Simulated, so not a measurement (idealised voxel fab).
Name of the process module below: voxel transistor to metal
Square cells of 5 nm make up the cross-section cut, whose width is 190 nm.
A cross-section is a grid of square cells, given in bands from the top down. A band is one or more rows of cells. This entry defines a band. It first specifies the height of the band's top and the height of its bottom in nm, and then specifies the band's materials from left to right, stating each material with its width in nm. The word "everywhere" identifies a single material that fills the band from edge to edge, while the word "empty" identifies empty space. The level at which height equals 0 is the one under which the wafer, as it arrives, is entirely one material. No lower edge exists for the bottom band, which continues downward and is notated as in "0..down". Graded width ("30..40"): value in top row of band = first number; value in bottom row = second number; row-to-row change constant. "everything unchanged" (step): cross-section cells unchanged, all of them. "Sealed void listing" means: voids of 8 cells or more that are shut off from the top with no open way through. Written width x height at distance, distance from the left edge, in nm. It should be noted that, on the line of a given step, the content following the step's settings is a remark produced by the simulator itself with respect to that step. Steps that use a mask can have "overlay nm" on their line. It says how far the mask sat to the right of where it was meant to be. Negative means to the left. Each pair of cross-sections that follows straddles one process step: the one shows the state before the step, the other the state after it, down to the lowest band that changed and no further. The step in question, and its settings, are given under the pair. Note that a pair is not necessarily a continuation of the pair above it, since pairs can come from different runs of this module on the same starting wafer; it is a continuation only where its entry headed "Pre-process cross-section" says so.

-- Pre-process cross-section
* 95..90 | Cu everywhere
* 90..85 | 50 TiN, then 5 Cu, then 75 TiN, then 5 Cu, then 55 TiN
* 85..80 | 45 SiCN, then 15 TiN, then 65 SiCN, then 15 TiN, then 50 SiCN
* 80..50 | SiO2 everywhere
* 50..35 | 40 lowk, then 5 SiCN, then 15 W, then 5 SiCN, then 55 lowk, then 5 SiCN, then 15 W, then 5 SiCN, then 45 lowk
* 35..30 | 45 SiCN, then 15 TiN, then 65 SiCN, then 15 TiN, then 50 SiCN
* 30..15 | 45 SiO2, then 5 TiN, then 5 Ru, then 5 TiN, then 65 SiO2, then 5 TiN, then 5 Ru, then 5 TiN, then 50 SiO2
* 15..0 | 45 SiO2, then 5 TiN, then 5 Ru, then 5 TiN, then 5 SiO2, then 10 SiN, then 5 HfO2, then 5 TiN, then 15 W, then 5 TiN, then 5 HfO2, then 10 SiN, then 5 SiO2, then 5 TiN, then 5 Ru, then 5 TiN, then 50 SiO2
* 0..-5 | 45 SiO2, then 15 TiN, then 5 SiO2, then 10 SiN, then 5 HfO2, then 25 TiN, then 5 HfO2, then 10 SiN, then 5 SiO2, then 15 TiN, then 50 SiO2
* -5..-10 | 30 SiO2, then 35 pSi, then 10 SiO2, then 35 HfO2, then 10 SiO2, then 35 pSi, then 35 SiO2
* -10..-35 | 35 SiO2, then 115 Si, then 40 SiO2
* -35..down | Si everywhere
* Sealed void listing: none

-- Post-Process Section
* 85..80 | 45 SiCN, then 15 TiN, then 65 SiCN, then 15 TiN, then 50 SiCN
* Everything under 80 stays put, no change at all.
* Sealed void listing: none
The structure goes from the before cross-section above to the after cross-section through CMP, height nm 85

Pre-process cross-section: It is represented by the cross-section appearing after the step of the pair directly above.

-- Post-Process Section
* 90..85 | SiN everywhere
* Everything under 85 stays put, no change at all.
* Sealed void listing: none
The structure goes from the before cross-section above to the after cross-section through CONFORMAL_DEP, material SiN, thk nm 5

-- Pre-process cross-section
* 40..30 | W everywhere
* 30..25 | 55 W, then 30 TiN, then 15 W, then 30 TiN, then 60 W
* 25..20 | 60 TiN, then 20 HfO2, then 5 TiN, then 15 W, then 5 TiN, then 20 HfO2, then 65 TiN
* 20..15 | 65 HfO2, then 10 SiN, then 5 HfO2, then 5 TiN, then 15 W, then 5 TiN, then 5 HfO2, then 10 SiN, then 70 HfO2
* 15..0 | 65 SiO2, then 10 SiN, then 5 HfO2, then 5 TiN, then 15 W, then 5 TiN, then 5 HfO2, then 10 SiN, then 70 SiO2
* 0..-5 | 65 SiO2, then 10 SiN, then 5 HfO2, then 25 TiN, then 5 HfO2, then 10 SiN, then 70 SiO2
* -5..-10 | 30 SiO2, then 35 pSi, then 10 SiO2, then 35 HfO2, then 10 SiO2, then 35 pSi, then 35 SiO2
* -10..-35 | 35 SiO2, then 115 Si, then 40 SiO2
* -35..down | Si everywhere
* Sealed void listing: none

-- Post-Process Section
* 10..0 | 65 SiO2, then 10 SiN, then 5 HfO2, then 5 TiN, then 15 W, then 5 TiN, then 5 HfO2, then 10 SiN, then 70 SiO2
* Everything under 0 stays put, no change at all.
* Sealed void listing: none
The structure goes from the before cross-section above to the after cross-section through CMP, height nm 10

Pre-process cross-section: It is represented by the cross-section appearing after the step of the pair directly above.

-- Post-Process Section
* 25..10 | SiO2 everywhere
* Everything under 10 stays put, no change at all.
* Sealed void listing: none
The structure goes from the before cross-section above to the after cross-section through DIRECTIONAL_DEP, material SiO2, thk nm 15

Pre-process cross-section: It is represented by the cross-section appearing after the step of the pair directly above.

-- Post-Process Section
* 40..25 | 45 resist, then 15 empty, then 65 resist, then 15 empty, then 50 resist
* Everything under 25 stays put, no change at all.
* Sealed void listing: none
The structure goes from the before cross-section above to the after cross-section through PATTERN, tone open, mask id CONTACT, material resist, width nm 15, pitch nm 80, thk nm 15, overlay nm 0

Pre-process cross-section: It is represented by the cross-section appearing after the step of the pair directly above.

-- Post-Process Section
* 40..25 | 45 resist, then 15 empty, then 65 resist, then 15 empty, then 50 resist
* 25..10 | 45 SiO2, then 15 empty, then 65 SiO2, then 15 empty, then 50 SiO2
* 10..0 | 45 SiO2, then 15 empty, then 5 SiO2, then 10 SiN, then 5 HfO2, then 5 TiN, then 15 W, then 5 TiN, then 5 HfO2, then 10 SiN, then 5 SiO2, then 15 empty, then 50 SiO2
* 0..-5 | 45 SiO2, then 15 empty, then 5 SiO2, then 10 SiN, then 5 HfO2, then 25 TiN, then 5 HfO2, then 10 SiN, then 5 SiO2, then 15 empty, then 50 SiO2
* Everything under -5 stays put, no change at all.
* Sealed void listing: none
The structure goes from the before cross-section above to the after cross-section through DIRECTIONAL_ETCH, etch materials SiO2, depth nm 35

Pre-process cross-section: It is represented by the cross-section appearing after the step of the pair directly above.

-- Post-Process Section
* 25..10 | 45 SiO2, then 15 empty, then 65 SiO2, then 15 empty, then 50 SiO2
* Everything under 10 stays put, no change at all.
* Sealed void listing: none
The structure goes from the before cross-section above to the after cross-section through STRIP, etch materials resist

Pre-process cross-section: It is represented by the cross-section appearing after the step of the pair directly above.

-- Post-Process Section
* 30..25 | 50 TiN, then 5 empty, then 75 TiN, then 5 empty, then 55 TiN
* 25..10 | 45 SiO2, then 5 TiN, then 5 empty, then 5 TiN, then 65 SiO2, then 5 TiN, then 5 empty, then 5 TiN, then 50 SiO2
* 10..0 | 45 SiO2, then 5 TiN, then 5 empty, then 5 TiN, then 5 SiO2, then 10 SiN, then 5 HfO2, then 5 TiN, then 15 W, then 5 TiN, then 5 HfO2, then 10 SiN, then 5 SiO2, then 5 TiN, then 5 empty, then 5 TiN, then 50 SiO2
* 0..-5 | 45 SiO2, then 15 TiN, then 5 SiO2, then 10 SiN, then 5 HfO2, then 25 TiN, then 5 HfO2, then 10 SiN, then 5 SiO2, then 15 TiN, then 50 SiO2
* Everything under -5 stays put, no change at all.
* Sealed void listing: none
The structure goes from the before cross-section above to the after cross-section through CONFORMAL_DEP, material TiN, thk nm 5

Pre-process cross-section: It is represented by the cross-section appearing after the step of the pair directly above.

-- Post-Process Section
* 40..30 | Ru everywhere
* 30..25 | 50 TiN, then 5 Ru, then 75 TiN, then 5 Ru, then 55 TiN
* 25..10 | 45 SiO2, then 5 TiN, then 5 Ru, then 5 TiN, then 65 SiO2, then 5 TiN, then 5 Ru, then 5 TiN, then 50 SiO2
* 10..0 | 45 SiO2, then 5 TiN, then 5 Ru, then 5 TiN, then 5 SiO2, then 10 SiN, then 5 HfO2, then 5 TiN, then 15 W, then 5 TiN, then 5 HfO2, then 10 SiN, then 5 SiO2, then 5 TiN, then 5 Ru, then 5 TiN, then 50 SiO2
* Everything under 0 stays put, no change at all.
* Sealed void listing: none
The structure goes from the before cross-section above to the after cross-section through FILL_DEP, material Ru, thk nm 10

Pre-process cross-section: It is represented by the cross-section appearing after the step of the pair directly above.

-- Post-Process Section
* 30..25 | 50 TiN, then 5 Ru, then 75 TiN, then 5 Ru, then 55 TiN
* Everything under 25 stays put, no change at all.
* Sealed void listing: none
The structure goes from the before cross-section above to the after cross-section through CMP, height nm 30

Pre-process cross-section: It is represented by the cross-section appearing after the step of the pair directly above.

-- Post-Process Section
* 35..30 | TiN everywhere
* Everything under 30 stays put, no change at all.
* Sealed void listing: none
The structure goes from the before cross-section above to the after cross-section through DIRECTIONAL_DEP, material TiN, thk nm 5

Pre-process cross-section: It is represented by the cross-section appearing after the step of the pair directly above.

-- Post-Process Section
* 50..35 | W everywhere
* Everything under 35 stays put, no change at all.
* Sealed void listing: none
The structure goes from the before cross-section above to the after cross-section through DIRECTIONAL_DEP, material W, thk nm 15

Pre-process cross-section: It is represented by the cross-section appearing after the step of the pair directly above.

-- Post-Process Section
* 50..35 | 45 empty, then 15 W, then 65 empty, then 15 W, then 50 empty
* Everything under 35 stays put, no change at all.
* Sealed void listing: none
The structure goes from the before cross-section above to the after cross-section through MASKED_ETCH, tone cover, mask id METAL_1, width nm 15, pitch nm 80, etch materials W, depth nm 15, overlay nm 0

Pre-process cross-section: It is represented by the cross-section appearing after the step of the pair directly above.

-- Post-Process Section
* 50..35 | 45 empty, then 15 W, then 65 empty, then 15 W, then 50 empty
* 35..30 | 45 empty, then 15 TiN, then 65 empty, then 15 TiN, then 50 empty
* Everything under 30 stays put, no change at all.
* Sealed void listing: none
The structure goes from the before cross-section above to the after cross-section through MASKED_ETCH, tone cover, mask id METAL_1, width nm 15, pitch nm 80, etch materials TiN, depth nm 5, overlay nm 0

Pre-process cross-section: It is represented by the cross-section appearing after the step of the pair directly above.

-- Post-Process Section
* 55..50 | 40 empty, then 25 SiCN, then 55 empty, then 25 SiCN, then 45 empty
* 50..35 | 40 empty, then 5 SiCN, then 15 W, then 5 SiCN, then 55 empty, then 5 SiCN, then 15 W, then 5 SiCN, then 45 empty
* 35..30 | 45 SiCN, then 15 TiN, then 65 SiCN, then 15 TiN, then 50 SiCN
* Everything under 30 stays put, no change at all.
* Sealed void listing: none
The structure goes from the before cross-section above to the after cross-section through CONFORMAL_DEP, material SiCN, thk nm 5

Pre-process cross-section: It is represented by the cross-section appearing after the step of the pair directly above.

-- Post-Process Section
* 60..55 | lowk everywhere
* 55..50 | 40 lowk, then 25 SiCN, then 55 lowk, then 25 SiCN, then 45 lowk
* 50..35 | 40 lowk, then 5 SiCN, then 15 W, then 5 SiCN, then 55 lowk, then 5 SiCN, then 15 W, then 5 SiCN, then 45 lowk
* Everything under 35 stays put, no change at all.
* Sealed void listing: none
The structure goes from the before cross-section above to the after cross-section through FILL_DEP, material lowk, thk nm 5

Pre-process cross-section: It is represented by the cross-section appearing after the step of the pair directly above.

-- Post-Process Section
* 50..35 | 40 lowk, then 5 SiCN, then 15 W, then 5 SiCN, then 55 lowk, then 5 SiCN, then 15 W, then 5 SiCN, then 45 lowk
* Everything under 35 stays put, no change at all.
* Sealed void listing: none
The structure goes from the before cross-section above to the after cross-section through CMP, height nm 50

Pre-process cross-section: It is represented by the cross-section appearing after the step of the pair directly above.

-- Post-Process Section
* 55..50 | SiCN everywhere
* Everything under 50 stays put, no change at all.
* Sealed void listing: none
The structure goes from the before cross-section above to the after cross-section through CONFORMAL_DEP, material SiCN, thk nm 5

Pre-process cross-section: It is represented by the cross-section appearing after the step of the pair directly above.

-- Post-Process Section
* 85..55 | SiO2 everywhere
* Everything under 55 stays put, no change at all.
* Sealed void listing: none
The structure goes from the before cross-section above to the after cross-section through DIRECTIONAL_DEP, material SiO2, thk nm 30

Pre-process cross-section: It is represented by the cross-section appearing after the step of the pair directly above.

-- Post-Process Section
* 100..85 | aC everywhere
* Everything under 85 stays put, no change at all.
* Sealed void listing: none
The structure goes from the before cross-section above to the after cross-section through DIRECTIONAL_DEP, material aC, thk nm 15

Pre-process cross-section: It is represented by the cross-section appearing after the step of the pair directly above.

-- Post-Process Section
* 130..100 | 45 resist, then 15 empty, then 65 resist, then 15 empty, then 50 resist
* Everything under 100 stays put, no change at all.
* Sealed void listing: none
The structure goes from the before cross-section above to the after cross-section through PATTERN, tone open, mask id METAL_2, material resist, width nm 15, pitch nm 80, thk nm 30, overlay nm 0

Pre-process cross-section: It is represented by the cross-section appearing after the step of the pair directly above.

-- Post-Process Section
* 115..100 | 45 resist, then 15 empty, then 65 resist, then 15 empty, then 50 resist
* 100..85 | 45 aC, then 15 empty, then 65 aC, then 15 empty, then 50 aC
* Everything under 85 stays put, no change at all.
* Sealed void listing: none
The structure goes from the before cross-section above to the after cross-section through DIRECTIONAL_ETCH, etch materials aC, depth nm 15

Pre-process cross-section: It is represented by the cross-section appearing after the step of the pair directly above.

-- Post-Process Section
* 100..85 | 45 aC, then 15 empty, then 65 aC, then 15 empty, then 50 aC
* Everything under 85 stays put, no change at all.
* Sealed void listing: none
The structure goes from the before cross-section above to the after cross-section through STRIP, etch materials resist

Pre-process cross-section: It is represented by the cross-section appearing after the step of the pair directly above.

-- Post-Process Section
* 100..85 | 45 aC, then 15 empty, then 65 aC, then 15 empty, then 50 aC
* 85..70 | 45 SiO2, then 15 empty, then 65 SiO2, then 15 empty, then 50 SiO2
* Everything under 70 stays put, no change at all.
* Sealed void listing: none
The structure goes from the before cross-section above to the after cross-section through DIRECTIONAL_ETCH, etch materials SiO2, depth nm 15

Pre-process cross-section: It is represented by the cross-section appearing after the step of the pair directly above.

-- Post-Process Section
* 85..70 | 45 SiO2, then 15 empty, then 65 SiO2, then 15 empty, then 50 SiO2
* Everything under 70 stays put, no change at all.
* Sealed void listing: none
The structure goes from the before cross-section above to the after cross-section through STRIP, etch materials aC

Pre-process cross-section: It is represented by the cross-section appearing after the step of the pair directly above.

-- Post-Process Section
* 100..85 | 45 resist, then 15 empty, then 65 resist, then 15 empty, then 50 resist
* Everything under 85 stays put, no change at all.
* Sealed void listing: none
The structure goes from the before cross-section above to the after cross-section through PATTERN, tone open, mask id METAL_2_HOLES, material resist, width nm 15, pitch nm 80, thk nm 15, overlay nm 0

Pre-process cross-section: It is represented by the cross-section appearing after the step of the pair directly above.

-- Post-Process Section
* 100..85 | 45 resist, then 15 empty, then 65 resist, then 15 empty, then 50 resist
* 85..55 | 45 SiO2, then 15 empty, then 65 SiO2, then 15 empty, then 50 SiO2
* Everything under 55 stays put, no change at all.
* Sealed void listing: none
The structure goes from the before cross-section above to the after cross-section through DIRECTIONAL_ETCH, etch materials SiO2, depth nm 15

Pre-process cross-section: It is represented by the cross-section appearing after the step of the pair directly above.

-- Post-Process Section
* 100..85 | 45 resist, then 15 empty, then 65 resist, then 15 empty, then 50 resist
* 85..55 | 45 SiO2, then 15 empty, then 65 SiO2, then 15 empty, then 50 SiO2
* 55..50 | 45 SiCN, then 15 empty, then 65 SiCN, then 15 empty, then 50 SiCN
* Everything under 50 stays put, no change at all.
* Sealed void listing: none
The structure goes from the before cross-section above to the after cross-section through DIRECTIONAL_ETCH, etch materials SiCN, depth nm 5

Pre-process cross-section: It is represented by the cross-section appearing after the step of the pair directly above.

-- Post-Process Section
* 85..55 | 45 SiO2, then 15 empty, then 65 SiO2, then 15 empty, then 50 SiO2
* Everything under 55 stays put, no change at all.
* Sealed void listing: none
The structure goes from the before cross-section above to the after cross-section through STRIP, etch materials resist

Pre-process cross-section: It is represented by the cross-section appearing after the step of the pair directly above.

-- Post-Process Section
* 90..85 | 50 TiN, then 5 empty, then 75 TiN, then 5 empty, then 55 TiN
* 85..55 | 45 SiO2, then 5 TiN, then 5 empty, then 5 TiN, then 65 SiO2, then 5 TiN, then 5 empty, then 5 TiN, then 50 SiO2
* 55..50 | 45 SiCN, then 15 TiN, then 65 SiCN, then 15 TiN, then 50 SiCN
* Everything under 50 stays put, no change at all.
* Sealed void listing: none
The structure goes from the before cross-section above to the after cross-section through CONFORMAL_DEP, material TiN, thk nm 5

Pre-process cross-section: It is represented by the cross-section appearing after the step of the pair directly above.

-- Post-Process Section
* 95..90 | Cu everywhere
* 90..85 | 50 TiN, then 5 Cu, then 75 TiN, then 5 Cu, then 55 TiN
* 85..55 | 45 SiO2, then 5 TiN, then 5 Cu, then 5 TiN, then 65 SiO2, then 5 TiN, then 5 Cu, then 5 TiN, then 50 SiO2
* Everything under 55 stays put, no change at all.
* Sealed void listing: none
The structure goes from the before cross-section above to the after cross-section through FILL_DEP, material Cu, thk nm 5

Pre-process cross-section: It is represented by the cross-section appearing after the step of the pair directly above.

-- Post-Process Section
* 85..55 | 45 SiO2, then 5 TiN, then 5 Cu, then 5 TiN, then 65 SiO2, then 5 TiN, then 5 Cu, then 5 TiN, then 50 SiO2
* Everything under 55 stays put, no change at all.
* Sealed void listing: none
The structure goes from the before cross-section above to the after cross-section through CMP, height nm 85

Pre-process cross-section: It is represented by the cross-section appearing after the step of the pair directly above.

-- Post-Process Section
* 90..85 | SiN everywhere
* Everything under 85 stays put, no change at all.
* Sealed void listing: none
The structure goes from the before cross-section above to the after cross-section through CONFORMAL_DEP, material SiN, thk nm 5

-- Pre-process cross-section
* 30..15 | SiO2 everywhere
* 15..0 | 65 SiO2, then 10 SiN, then 5 HfO2, then 5 TiN, then 15 W, then 5 TiN, then 5 HfO2, then 10 SiN, then 70 SiO2
* 0..-5 | 65 SiO2, then 10 SiN, then 5 HfO2, then 25 TiN, then 5 HfO2, then 10 SiN, then 70 SiO2
* -5..-10 | 30 SiO2, then 35 pSi, then 10 SiO2, then 35 HfO2, then 10 SiO2, then 35 pSi, then 35 SiO2
* -10..-35 | 35 SiO2, then 115 Si, then 40 SiO2
* -35..down | Si everywhere
* Sealed void listing: none

-- Post-Process Section
* 45..30 | 40 resist, then 25 empty, then 55 resist, then 25 empty, then 45 resist
* Everything under 30 stays put, no change at all.
* Sealed void listing: none
The structure goes from the before cross-section above to the after cross-section through PATTERN, tone open, mask id CONTACT, material resist, width nm 25, pitch nm 80, thk nm 15, overlay nm 0

Pre-process cross-section: It is represented by the cross-section appearing after the step of the pair directly above.

-- Post-Process Section
* 45..30 | 40 resist, then 25 empty, then 55 resist, then 25 empty, then 45 resist
* 30..15 | 40 SiO2, then 25 empty, then 55 SiO2, then 25 empty, then 45 SiO2
* 15..0 | 40 SiO2, then 25 empty, then 10 SiN, then 5 HfO2, then 5 TiN, then 15 W, then 5 TiN, then 5 HfO2, then 10 SiN, then 25 empty, then 45 SiO2
* 0..-5 | 40 SiO2, then 25 empty, then 10 SiN, then 5 HfO2, then 25 TiN, then 5 HfO2, then 10 SiN, then 25 empty, then 45 SiO2
* Everything under -5 stays put, no change at all.
* Sealed void listing: none
The structure goes from the before cross-section above to the after cross-section through DIRECTIONAL_ETCH, etch materials SiO2, depth nm 35

Pre-process cross-section: It is represented by the cross-section appearing after the step of the pair directly above.

-- Post-Process Section
* 30..15 | 40 SiO2, then 25 empty, then 55 SiO2, then 25 empty, then 45 SiO2
* Everything under 15 stays put, no change at all.
* Sealed void listing: none
The structure goes from the before cross-section above to the after cross-section through STRIP, etch materials resist

Pre-process cross-section: It is represented by the cross-section appearing after the step of the pair directly above.

-- Post-Process Section
* 35..30 | 45 TiN, then 15 empty, then 65 TiN, then 15 empty, then 50 TiN
* 30..15 | 40 SiO2, then 5 TiN, then 15 empty, then 5 TiN, then 55 SiO2, then 5 TiN, then 15 empty, then 5 TiN, then 45 SiO2
* 15..0 | 40 SiO2, then 5 TiN, then 15 empty, then 5 TiN, then 10 SiN, then 5 HfO2, then 5 TiN, then 15 W, then 5 TiN, then 5 HfO2, then 10 SiN, then 5 TiN, then 15 empty, then 5 TiN, then 45 SiO2
* 0..-5 | 40 SiO2, then 25 TiN, then 10 SiN, then 5 HfO2, then 25 TiN, then 5 HfO2, then 10 SiN, then 25 TiN, then 45 SiO2
* Everything under -5 stays put, no change at all.
* Sealed void listing: none
The structure goes from the before cross-section above to the after cross-section through CONFORMAL_DEP, material TiN, thk nm 5

Pre-process cross-section: It is represented by the cross-section appearing after the step of the pair directly above.

-- Post-Process Section
* 45..35 | Ru everywhere
* 35..30 | 45 TiN, then 15 Ru, then 65 TiN, then 15 Ru, then 50 TiN
* 30..15 | 40 SiO2, then 5 TiN, then 15 Ru, then 5 TiN, then 55 SiO2, then 5 TiN, then 15 Ru, then 5 TiN, then 45 SiO2
* 15..0 | 40 SiO2, then 5 TiN, then 15 Ru, then 5 TiN, then 10 SiN, then 5 HfO2, then 5 TiN, then 15 W, then 5 TiN, then 5 HfO2, then 10 SiN, then 5 TiN, then 15 Ru, then 5 TiN, then 45 SiO2
* Everything under 0 stays put, no change at all.
* Sealed void listing: none
The structure goes from the before cross-section above to the after cross-section through FILL_DEP, material Ru, thk nm 10

Pre-process cross-section: It is represented by the cross-section appearing after the step of the pair directly above.

-- Post-Process Section
* 30..15 | 40 SiO2, then 5 TiN, then 15 Ru, then 5 TiN, then 55 SiO2, then 5 TiN, then 15 Ru, then 5 TiN, then 45 SiO2
* Everything under 15 stays put, no change at all.
* Sealed void listing: none
The structure goes from the before cross-section above to the after cross-section through CMP, height nm 30

Pre-process cross-section: It is represented by the cross-section appearing after the step of the pair directly above.

-- Post-Process Section
* 35..30 | TiN everywhere
* Everything under 30 stays put, no change at all.
* Sealed void listing: none
The structure goes from the before cross-section above to the after cross-section through DIRECTIONAL_DEP, material TiN, thk nm 5

Pre-process cross-section: It is represented by the cross-section appearing after the step of the pair directly above.

-- Post-Process Section
* 50..35 | W everywhere
* Everything under 35 stays put, no change at all.
* Sealed void listing: none
The structure goes from the before cross-section above to the after cross-section through DIRECTIONAL_DEP, material W, thk nm 15

Pre-process cross-section: It is represented by the cross-section appearing after the step of the pair directly above.

-- Post-Process Section
* 50..35 | 45 empty, then 15 W, then 65 empty, then 15 W, then 50 empty
* Everything under 35 stays put, no change at all.
* Sealed void listing: none
The structure goes from the before cross-section above to the after cross-section through MASKED_ETCH, tone cover, mask id METAL_1, width nm 15, pitch nm 80, etch materials W, depth nm 15, overlay nm 0

Pre-process cross-section: It is represented by the cross-section appearing after the step of the pair directly above.

-- Post-Process Section
* 50..35 | 45 empty, then 15 W, then 65 empty, then 15 W, then 50 empty
* 35..30 | 45 empty, then 15 TiN, then 65 empty, then 15 TiN, then 50 empty
* Everything under 30 stays put, no change at all.
* Sealed void listing: none
The structure goes from the before cross-section above to the after cross-section through MASKED_ETCH, tone cover, mask id METAL_1, width nm 15, pitch nm 80, etch materials TiN, depth nm 5, overlay nm 0

Pre-process cross-section: It is represented by the cross-section appearing after the step of the pair directly above.

-- Post-Process Section
* 55..50 | 40 empty, then 25 SiCN, then 55 empty, then 25 SiCN, then 45 empty
* 50..35 | 40 empty, then 5 SiCN, then 15 W, then 5 SiCN, then 55 empty, then 5 SiCN, then 15 W, then 5 SiCN, then 45 empty
* 35..30 | 45 SiCN, then 15 TiN, then 65 SiCN, then 15 TiN, then 50 SiCN
* Everything under 30 stays put, no change at all.
* Sealed void listing: none
The structure goes from the before cross-section above to the after cross-section through CONFORMAL_DEP, material SiCN, thk nm 5

Pre-process cross-section: It is represented by the cross-section appearing after the step of the pair directly above.

-- Post-Process Section
* 60..55 | lowk everywhere
* 55..50 | 40 lowk, then 25 SiCN, then 55 lowk, then 25 SiCN, then 45 lowk
* 50..35 | 40 lowk, then 5 SiCN, then 15 W, then 5 SiCN, then 55 lowk, then 5 SiCN, then 15 W, then 5 SiCN, then 45 lowk
* Everything under 35 stays put, no change at all.
* Sealed void listing: none
The structure goes from the before cross-section above to the after cross-section through FILL_DEP, material lowk, thk nm 5

Pre-process cross-section: It is represented by the cross-section appearing after the step of the pair directly above.

-- Post-Process Section
* 50..35 | 40 lowk, then 5 SiCN, then 15 W, then 5 SiCN, then 55 lowk, then 5 SiCN, then 15 W, then 5 SiCN, then 45 lowk
* Everything under 35 stays put, no change at all.
* Sealed void listing: none
The structure goes from the before cross-section above to the after cross-section through CMP, height nm 50

Pre-process cross-section: It is represented by the cross-section appearing after the step of the pair directly above.

-- Post-Process Section
* 55..50 | SiCN everywhere
* Everything under 50 stays put, no change at all.
* Sealed void listing: none
The structure goes from the before cross-section above to the after cross-section through CONFORMAL_DEP, material SiCN, thk nm 5

Pre-process cross-section: It is represented by the cross-section appearing after the step of the pair directly above.

-- Post-Process Section
* 85..55 | SiO2 everywhere
* Everything under 55 stays put, no change at all.
* Sealed void listing: none
The structure goes from the before cross-section above to the after cross-section through DIRECTIONAL_DEP, material SiO2, thk nm 30

Pre-process cross-section: It is represented by the cross-section appearing after the step of the pair directly above.

-- Post-Process Section
* 100..85 | aC everywhere
* Everything under 85 stays put, no change at all.
* Sealed void listing: none
The structure goes from the before cross-section above to the after cross-section through DIRECTIONAL_DEP, material aC, thk nm 15

Pre-process cross-section: It is represented by the cross-section appearing after the step of the pair directly above.

-- Post-Process Section
* 130..100 | 45 resist, then 15 empty, then 65 resist, then 15 empty, then 50 resist
* Everything under 100 stays put, no change at all.
* Sealed void listing: none
The structure goes from the before cross-section above to the after cross-section through PATTERN, tone open, mask id METAL_2, material resist, width nm 15, pitch nm 80, thk nm 30, overlay nm 0

Pre-process cross-section: It is represented by the cross-section appearing after the step of the pair directly above.

-- Post-Process Section
* 115..100 | 45 resist, then 15 empty, then 65 resist, then 15 empty, then 50 resist
* 100..85 | 45 aC, then 15 empty, then 65 aC, then 15 empty, then 50 aC
* Everything under 85 stays put, no change at all.
* Sealed void listing: none
The structure goes from the before cross-section above to the after cross-section through DIRECTIONAL_ETCH, etch materials aC, depth nm 15

Pre-process cross-section: It is represented by the cross-section appearing after the step of the pair directly above.

-- Post-Process Section
* 100..85 | 45 aC, then 15 empty, then 65 aC, then 15 empty, then 50 aC
* Everything under 85 stays put, no change at all.
* Sealed void listing: none
The structure goes from the before cross-section above to the after cross-section through STRIP, etch materials resist

Pre-process cross-section: It is represented by the cross-section appearing after the step of the pair directly above.

-- Post-Process Section
* 100..85 | 45 aC, then 15 empty, then 65 aC, then 15 empty, then 50 aC
* 85..70 | 45 SiO2, then 15 empty, then 65 SiO2, then 15 empty, then 50 SiO2
* Everything under 70 stays put, no change at all.
* Sealed void listing: none
The structure goes from the before cross-section above to the after cross-section through DIRECTIONAL_ETCH, etch materials SiO2, depth nm 15

Pre-process cross-section: It is represented by the cross-section appearing after the step of the pair directly above.

-- Post-Process Section
* 85..70 | 45 SiO2, then 15 empty, then 65 SiO2, then 15 empty, then 50 SiO2
* Everything under 70 stays put, no change at all.
* Sealed void listing: none
The structure goes from the before cross-section above to the after cross-section through STRIP, etch materials aC

Pre-process cross-section: It is represented by the cross-section appearing after the step of the pair directly above.

-- Post-Process Section
* 100..85 | 45 resist, then 15 empty, then 65 resist, then 15 empty, then 50 resist
* Everything under 85 stays put, no change at all.
* Sealed void listing: none
The structure goes from the before cross-section above to the after cross-section through PATTERN, tone open, mask id METAL_2_HOLES, material resist, width nm 15, pitch nm 80, thk nm 15, overlay nm 0

Pre-process cross-section: It is represented by the cross-section appearing after the step of the pair directly above.

-- Post-Process Section
* 100..85 | 45 resist, then 15 empty, then 65 resist, then 15 empty, then 50 resist
* 85..55 | 45 SiO2, then 15 empty, then 65 SiO2, then 15 empty, then 50 SiO2
* Everything under 55 stays put, no change at all.
* Sealed void listing: none
The structure goes from the before cross-section above to the after cross-section through DIRECTIONAL_ETCH, etch materials SiO2, depth nm 15

Pre-process cross-section: It is represented by the cross-section appearing after the step of the pair directly above.

-- Post-Process Section
* 100..85 | 45 resist, then 15 empty, then 65 resist, then 15 empty, then 50 resist
* 85..55 | 45 SiO2, then 15 empty, then 65 SiO2, then 15 empty, then 50 SiO2
* 55..50 | 45 SiCN, then 15 empty, then 65 SiCN, then 15 empty, then 50 SiCN
* Everything under 50 stays put, no change at all.
* Sealed void listing: none
The structure goes from the before cross-section above to the after cross-section through DIRECTIONAL_ETCH, etch materials SiCN, depth nm 5

Pre-process cross-section: It is represented by the cross-section appearing after the step of the pair directly above.

-- Post-Process Section
* 85..55 | 45 SiO2, then 15 empty, then 65 SiO2, then 15 empty, then 50 SiO2
* Everything under 55 stays put, no change at all.
* Sealed void listing: none
The structure goes from the before cross-section above to the after cross-section through STRIP, etch materials resist

Pre-process cross-section: It is represented by the cross-section appearing after the step of the pair directly above.

-- Post-Process Section
* 90..85 | 50 TiN, then 5 empty, then 75 TiN, then 5 empty, then 55 TiN
* 85..55 | 45 SiO2, then 5 TiN, then 5 empty, then 5 TiN, then 65 SiO2, then 5 TiN, then 5 empty, then 5 TiN, then 50 SiO2
* 55..50 | 45 SiCN, then 15 TiN, then 65 SiCN, then 15 TiN, then 50 SiCN
* Everything under 50 stays put, no change at all.
* Sealed void listing: none
The structure goes from the before cross-section above to the after cross-section through CONFORMAL_DEP, material TiN, thk nm 5

Pre-process cross-section: It is represented by the cross-section appearing after the step of the pair directly above.

-- Post-Process Section
* 95..90 | Cu everywhere
* 90..85 | 50 TiN, then 5 Cu, then 75 TiN, then 5 Cu, then 55 TiN
* 85..55 | 45 SiO2, then 5 TiN, then 5 Cu, then 5 TiN, then 65 SiO2, then 5 TiN, then 5 Cu, then 5 TiN, then 50 SiO2
* Everything under 55 stays put, no change at all.
* Sealed void listing: none
The structure goes from the before cross-section above to the after cross-section through FILL_DEP, material Cu, thk nm 5

Pre-process cross-section: It is represented by the cross-section appearing after the step of the pair directly above.

-- Post-Process Section
* 85..55 | 45 SiO2, then 5 TiN, then 5 Cu, then 5 TiN, then 65 SiO2, then 5 TiN, then 5 Cu, then 5 TiN, then 50 SiO2
* Everything under 55 stays put, no change at all.
* Sealed void listing: none
The structure goes from the before cross-section above to the after cross-section through CMP, height nm 85

Pre-process cross-section: It is represented by the cross-section appearing after the step of the pair directly above.

-- Post-Process Section
* 90..85 | SiN everywhere
* Everything under 85 stays put, no change at all.
* Sealed void listing: none
The structure goes from the before cross-section above to the after cross-section through CONFORMAL_DEP, material SiN, thk nm 5
